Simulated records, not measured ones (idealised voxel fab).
Process module under the name voxel ribs on slabs
Section shown: cut. Width: 230 nm. Cell size: 5 nm, square.
Cross-section format: a grid of square cells, given as bands from top to bottom; each band is one or more rows of cells. The entry gives the band's vertical extent as a top height and a bottom height in nm, then its horizontal make-up as materials from left to right, each with a width in nm. "empty" stands for empty space; a single material marked "all across" fills the band edge to edge. Note: height 0 marks the level under which the wafer is uniformly one material as received. Lowest band unbounded below, written "from 0 down". You'd read "30 to 40" like this: the band's top row of cells is as wide as the first number, its bottom row is as wide as the second, and going down, every row changes width by the same amount as the row before did. Reading "nothing got changed" for a step: not a cell of the cross-section changed in it. You'll see "Voids, fully enclosed" listing empty spaces that have no way open to the top, as long as they're 8 cells or more; the notation is width x height at distance, where the distance is from the left edge, and all of it is in nm. On a step's line, text after the settings is the simulator commenting on that step. A step line may carry the setting "overlay nm", which, for steps involving a mask, states the distance by which the mask lay to the right of its intended position; negative values denote displacement to the left.
# The planned process steps are enumerated hereunder
1. RECEIVE: material Si
2. DIRECTIONAL_DEP: material SiO2, thk nm 30
3. DIRECTIONAL_DEP: material SiN, thk nm 25
4. DIRECTIONAL_DEP: material aC, thk nm 10
5. PATTERN: tone cover, mask id RIB, material resist, width nm 25, thk nm 25, overlay nm 0
6. DIRECTIONAL_ETCH: etch materials aC, depth nm 10
7. STRIP: etch materials resist
8. DIRECTIONAL_ETCH: etch materials SiN, depth nm 10
9. STRIP: etch materials aC
10. DIRECTIONAL_DEP: material aC, thk nm 15
11. PATTERN: tone cover, mask id SLAB, material resist, width nm 85, thk nm 30, overlay nm 0
12. DIRECTIONAL_ETCH: etch materials aC, depth nm 15
13. STRIP: etch materials resist
14. DIRECTIONAL_ETCH: etch materials SiN, depth nm 15
15. STRIP: etch materials aC
16. FILL_DEP: material SiO2, thk nm 15
17. CMP: height nm 65
18. DIRECTIONAL_DEP: material TiN, thk nm 5
19. PATTERN: tone cover, mask id HEATER, material resist, width nm 35, thk nm 20, overlay nm 0
20. DIRECTIONAL_ETCH: etch materials TiN, depth nm 5
21. STRIP: etch materials resist
22. CONFORMAL_DEP: material SiN, thk nm 10
# Step 1 complete: cross-section of the wafer as received
  from 0 down = Si all across
  Voids, fully enclosed: none
# Cross-section at module end, one run error; start and plan unchanged from above
  from 70 to 65 = 95 of empty; 35 of TiN; 100 of empty
  from 65 to 55 = SiO2 all across
  from 55 to 45 = 100 of SiO2; 25 of SiN; 105 of SiO2
  from 45 to 30 = 70 of SiO2; 85 of SiN; 75 of SiO2
  from 30 to 0 = SiO2 all across
  from 0 down = Si all across
  Voids, fully enclosed: none
Where did the run depart from the plan? step 22 from the plan never happened, it was just skipped
